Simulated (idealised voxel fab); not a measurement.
process module | voxel transistor to metal
cross-section cut | 275 nm wide | cells 5 nm
A cross-section is a grid of square cells, given in bands from the top down. A band is one or more rows of cells.
Each band's line starts with the height of the band's top and of its bottom, in nm. Then come its materials from left to right, each with its width in nm. One material with "throughout" fills the band from edge to edge. "air" is empty space.
Height 0 is the level under which the wafer as received is all one material. The lowest band goes on downwards, as in "0 down".
A width such as "30 to 40" changes by the same amount from each row of cells to the next, from the band's top row to its bottom row.
"no change" after a step means that no cell of the cross-section changed.
closed voids: empty space of 8 cells or more with no open way to the top, each as width x height at its distance from the left edge, in nm
after a step's settings: what the simulator itself notes on the step
overlay nm, on a step with a mask: how far to the right of its planned place the mask lay; to the left if negative
plan
1 op RECEIVE | material Si
2 op OXIDIZE | depth nm 5
3 op CONFORMAL_DEP | material SiN | thk nm 5
4 op PATTERN | tone cover | mask id ACTIVE | material resist | width nm 105 | pitch nm 135 | thk nm 20 | overlay nm 0
5 op DIRECTIONAL_ETCH | etch materials SiN | depth nm 10
6 op DIRECTIONAL_ETCH | etch materials SiO2 | depth nm 5
7 op DIRECTIONAL_ETCH | etch materials Si | depth nm 35
8 op STRIP | etch materials resist
9 op FILL_DEP | material SiO2 | thk nm 15
10 op CMP | height nm 10
11 op SELECTIVE_ETCH | etch materials SiO2 | depth nm 5
12 op STRIP | etch materials SiN
13 op SELECTIVE_ETCH | etch materials SiO2 | depth nm 5
14 op OXIDIZE | depth nm 5
15 op DIRECTIONAL_DEP | material polySi | thk nm 30
16 op DIRECTIONAL_DEP | material SiCN | thk nm 15
17 op PATTERN | tone cover | mask id GATE | material resist | width nm 35 | pitch nm 135 | thk nm 15 | overlay nm 0
18 op DIRECTIONAL_ETCH | etch materials SiCN | depth nm 25
19 op DIRECTIONAL_ETCH | etch materials polySi | depth nm 40
20 op STRIP | etch materials resist
21 op CONFORMAL_DEP | material SiO2 | thk nm 5
22 op DIRECTIONAL_ETCH | etch materials SiO2 | depth nm 5
23 op CONFORMAL_DEP | material SiN | thk nm 5
24 op DIRECTIONAL_ETCH | etch materials SiN | depth nm 5
25 op DIRECTIONAL_ETCH | etch materials SiO2 | depth nm 5
26 op DIRECTIONAL_ETCH | etch materials Si | depth nm 10
27 op EPI | material nSi | thk nm 10
28 op FILL_DEP | material SiO2 | thk nm 10
29 op CMP | height nm 25
30 op STRIP | etch materials polySi
31 op SELECTIVE_ETCH | etch materials SiO2 | depth nm 5
32 op CONFORMAL_DEP | material HfO2 | thk nm 5
33 op CONFORMAL_DEP | material TiN | thk nm 5
34 op FILL_DEP | material W | thk nm 10
35 op CMP | height nm 20
36 op DIRECTIONAL_DEP | material SiO2 | thk nm 10
37 op PATTERN | tone open | mask id CONTACT | material resist | width nm 15 | thk nm 15 | overlay nm 0
38 op DIRECTIONAL_ETCH | etch materials SiO2 | depth nm 30
39 op STRIP | etch materials resist
40 op CONFORMAL_DEP | material TiN | thk nm 5
41 op FILL_DEP | material W | thk nm 10
42 op CMP | height nm 30
43 op DIRECTIONAL_DEP | material TiN | thk nm 5
44 op DIRECTIONAL_DEP | material Ru | thk nm 25
45 op DIRECTIONAL_DEP | material aC | thk nm 15
46 op PATTERN | tone cover | mask id METAL_1 | material resist | width nm 15 | thk nm 35 | overlay nm 0
47 op DIRECTIONAL_ETCH | etch materials aC | depth nm 15
48 op STRIP | etch materials resist
49 op DIRECTIONAL_ETCH | etch materials Ru | depth nm 25
50 op DIRECTIONAL_ETCH | etch materials TiN | depth nm 5
51 op STRIP | etch materials aC
52 op FILL_DEP | material SiO2 | thk nm 5
53 op CMP | height nm 60
54 op CONFORMAL_DEP | material SiCN | thk nm 5
55 op DIRECTIONAL_DEP | material SiO2 | thk nm 30
56 op MASKED_ETCH | tone open | mask id METAL_2 | width nm 15 | pitch nm 135 | etch materials SiO2 | depth nm 15 | overlay nm 0
57 op DIRECTIONAL_DEP | material aC | thk nm 15
58 op PATTERN | tone open | mask id METAL_2_HOLES | material resist | width nm 15 | pitch nm 135 | thk nm 30 | overlay nm 0
59 op DIRECTIONAL_ETCH | etch materials aC | depth nm 15
60 op STRIP | etch materials resist
61 op DIRECTIONAL_ETCH | etch materials SiO2 | depth nm 15
62 op DIRECTIONAL_ETCH | etch materials SiCN | depth nm 5
63 op STRIP | etch materials aC
64 op CONFORMAL_DEP | material TiN | thk nm 5
65 op FILL_DEP | material Cu | thk nm 10
66 op CMP | height nm 95
67 op CONFORMAL_DEP | material SiN | thk nm 5
varied across the wafers: thk nm of step 3. The plan shows the first wafer's value. All wafers start alike
first wafer as received, after step 1
  0 down: Si throughout
  closed voids: none
first wafer at the end, after step 67
  100 to 95: SiN throughout
  95 to 65: SiO2 20 | TiN 5 | Cu 5 | TiN 5 | SiO2 120 | TiN 5 | Cu 5 | TiN 5 | SiO2 105
  65 to 60: SiCN 20 | TiN 15 | SiCN 120 | TiN 15 | SiCN 105
  60 to 35: SiO2 20 | Ru 15 | SiO2 65 | Ru 15 | SiO2 40 | Ru 15 | SiO2 65 | Ru 15 | SiO2 25
  35 to 30: SiO2 20 | TiN 15 | SiO2 65 | TiN 15 | SiO2 40 | TiN 15 | SiO2 65 | TiN 15 | SiO2 25
  30 to 20: SiO2 20 | TiN 5 | W 5 | TiN 5 | SiO2 65 | TiN 5 | W 5 | TiN 5 | SiO2 40 | TiN 5 | W 5 | TiN 5 | SiO2 65 | TiN 5 | W 5 | TiN 5 | SiO2 25
  20 to 5: SiO2 20 | TiN 5 | W 5 | TiN 5 | SiO2 5 | SiN 5 | HfO2 5 | TiN 5 | W 25 | TiN 5 | HfO2 5 | SiN 5 | SiO2 5 | TiN 5 | W 5 | TiN 5 | SiO2 40 | TiN 5 | W 5 | TiN 5 | SiO2 5 | SiN 5 | HfO2 5 | TiN 5 | W 25 | TiN 5 | HfO2 5 | SiN 5 | SiO2 5 | TiN 5 | W 5 | TiN 5 | SiO2 25
  5 to 0: SiO2 20 | TiN 15 | SiO2 5 | SiN 5 | HfO2 5 | TiN 5 | W 25 | TiN 5 | HfO2 5 | SiN 5 | SiO2 5 | TiN 15 | SiO2 40 | TiN 15 | SiO2 5 | SiN 5 | HfO2 5 | TiN 5 | W 25 | TiN 5 | HfO2 5 | SiN 5 | SiO2 5 | TiN 15 | SiO2 25
  0 to -5: SiO2 15 | SiN 5 | nSi 20 | SiN 5 | HfO2 5 | TiN 35 | HfO2 5 | SiN 5 | nSi 20 | SiN 5 | SiO2 30 | SiN 5 | nSi 20 | SiN 5 | HfO2 5 | TiN 35 | HfO2 5 | SiN 5 | nSi 20 | SiN 5 | SiO2 20
  -5 to -10: SiO2 20 | nSi 20 | SiO2 5 | HfO2 45 | SiO2 5 | nSi 20 | SiO2 40 | nSi 20 | SiO2 5 | HfO2 45 | SiO2 5 | nSi 20 | SiO2 25
  -10 to -20: SiO2 15 | Si 5 | nSi 20 | Si 55 | nSi 20 | Si 5 | SiO2 30 | Si 5 | nSi 20 | Si 55 | nSi 20 | Si 5 | SiO2 20
  -20 to -40: SiO2 15 | Si 105 | SiO2 30 | Si 105 | SiO2 20
  -40 down: Si throughout
  closed voids: none
last wafer at the end
  100 to 95: SiN throughout
  95 to 65: SiO2 20 | TiN 5 | Cu 5 | TiN 5 | SiO2 120 | TiN 5 | Cu 5 | TiN 5 | SiO2 105
  65 to 60: SiCN 20 | TiN 15 | SiCN 120 | TiN 15 | SiCN 105
  60 to 35: SiO2 20 | Ru 15 | SiO2 65 | Ru 15 | SiO2 40 | Ru 15 | SiO2 65 | Ru 15 | SiO2 25
  35 to 30: SiO2 20 | TiN 15 | SiO2 65 | TiN 15 | SiO2 40 | TiN 15 | SiO2 65 | TiN 15 | SiO2 25
  30 to 20: SiO2 20 | TiN 5 | W 5 | TiN 5 | SiO2 65 | TiN 5 | W 5 | TiN 5 | SiO2 40 | TiN 5 | W 5 | TiN 5 | SiO2 65 | TiN 5 | W 5 | TiN 5 | SiO2 25
  20 to 5: SiO2 20 | TiN 5 | W 5 | TiN 5 | SiO2 5 | SiN 5 | HfO2 5 | TiN 5 | W 25 | TiN 5 | HfO2 5 | SiN 5 | SiO2 5 | TiN 5 | W 5 | TiN 5 | SiO2 40 | TiN 5 | W 5 | TiN 5 | SiO2 5 | SiN 5 | HfO2 5 | TiN 5 | W 25 | TiN 5 | HfO2 5 | SiN 5 | SiO2 5 | TiN 5 | W 5 | TiN 5 | SiO2 25
  5 to 0: SiO2 20 | TiN 15 | SiO2 5 | SiN 5 | HfO2 5 | TiN 5 | W 25 | TiN 5 | HfO2 5 | SiN 5 | SiO2 5 | TiN 15 | SiO2 40 | TiN 15 | SiO2 5 | SiN 5 | HfO2 5 | TiN 5 | W 25 | TiN 5 | HfO2 5 | SiN 5 | SiO2 5 | TiN 15 | SiO2 25
  0 to -5: SiO2 30 | nSi 10 | SiN 5 | HfO2 5 | TiN 35 | HfO2 5 | SiN 5 | nSi 10 | SiO2 60 | nSi 10 | SiN 5 | HfO2 5 | TiN 35 | HfO2 5 | SiN 5 | nSi 10 | SiO2 35
  -5 to -10: SiO2 30 | nSi 10 | SiO2 5 | HfO2 45 | SiO2 5 | nSi 10 | SiO2 60 | nSi 10 | SiO2 5 | HfO2 45 | SiO2 5 | nSi 10 | SiO2 35
  -10 to -20: nSi 40 | Si 55 | nSi 80 | Si 55 | nSi 45
  -20 down: Si throughout
  closed voids: none
each wafer at the end: cells of each material gained (+) or lost (-) since it was received, then its closed voids
thk nm 5 | +12 Cu | +38 HfO2 | +60 Ru | -220 Si | +49 SiCN | +79 SiN | +834 SiO2 | +124 TiN | +60 W | +64 nSi | closed voids: none
thk nm 10 | +12 Cu | +38 HfO2 | +60 Ru | -220 Si | +49 SiCN | +79 SiN | +834 SiO2 | +124 TiN | +60 W | +64 nSi | closed voids: none
thk nm 15 | +12 Cu | +38 HfO2 | +60 Ru | -176 Si | +49 SiCN | +75 SiN | +776 SiO2 | +124 TiN | +60 W | +82 nSi | closed voids: none
thk nm 20 | +12 Cu | +38 HfO2 | +60 Ru | -176 Si | +49 SiCN | +75 SiN | +776 SiO2 | +124 TiN | +60 W | +82 nSi | closed voids: none
thk nm 25 | +12 Cu | +38 HfO2 | +60 Ru | -176 Si | +49 SiCN | +75 SiN | +776 SiO2 | +124 TiN | +60 W | +82 nSi | closed voids: none
